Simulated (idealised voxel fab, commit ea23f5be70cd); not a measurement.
Herein follows the process module entitled voxel released beams.
The width of the displayed cross-section, cut, is 280 nm; its cells are square, with a size of 5 nm.
Cross-section format: a grid of square cells, given as bands from top to bottom; each band is one or more rows of cells.
First you get the band's top height and its bottom height, in nm, and then the materials it's made of, left to right, with each width in nm. If you see a single material with "throughout", that one covers the band edge to edge. "empty" is empty space.
All heights in this document are referenced to 0, defined as the level beneath which the wafer, as received, consists entirely of one material. The lowest band is not bounded below; it extends indefinitely downward and is written in the form "0 and below".
A two-number width, for instance "30->40", indicates that the width is equal to the first number in the top row of the band and to the second number in the bottom row, and that it changes by a constant amount per row of cells.
Any step labelled "nothing altered" changed none of the cells in the cross-section.
"Sealed-off cavities" enumerates empty spaces isolated from the top, with no open way to it, that contain at least 8 cells, giving each as width x height at distance from the left edge, all three in nm.
The remark found on a step's line after its settings is issued by the simulator itself and pertains to that step.
If you see "overlay nm" on a step's line and that step has a mask, it's telling you how far right of where it was planned the mask ended up; a negative number means it went left instead.
# Steps planned for the process
1. RECEIVE (material Si)
2. CONFORMAL_DEP (material Al2O3; thk nm 10)
3. DIRECTIONAL_DEP (material SiO2; thk nm 15)
4. MASKED_ETCH (tone open; mask id ANCHOR; width nm 25; etch materials SiO2; depth nm 15; overlay nm 0)
5. CONFORMAL_DEP (material W; thk nm 10)
6. DIRECTIONAL_DEP (material aC; thk nm 15)
7. PATTERN (tone cover; mask id BEAM; material resist; width nm 95; thk nm 35; overlay nm 0)
8. DIRECTIONAL_ETCH (etch materials aC; depth nm 15)
9. STRIP (etch materials resist)
10. DIRECTIONAL_ETCH (etch materials W; depth nm 10)
11. STRIP (etch materials aC)
12. STRIP (etch materials SiO2)
For this document, wafers share an identical start and vary in the step 7 width nm; the plan quotes the first wafer's value.
# First of several wafers, received after step 1, in cross-section
  0 and below: Si throughout
  Sealed-off cavities: none
# Below: a row per wafer. Contents at end of module: for every material, cells gained since receipt (+) or lost since receipt (-); then closed voids
width nm 95, +112 Al2O3, +50 W, Sealed-off cavities: none
width nm 100, +112 Al2O3, +52 W, Sealed-off cavities: none
width nm 105, +112 Al2O3, +54 W, Sealed-off cavities: none
width nm 110, +112 Al2O3, +56 W, Sealed-off cavities: none
width nm 115, +112 Al2O3, +58 W, Sealed-off cavities: none
width nm 120, +112 Al2O3, +60 W, Sealed-off cavities: none
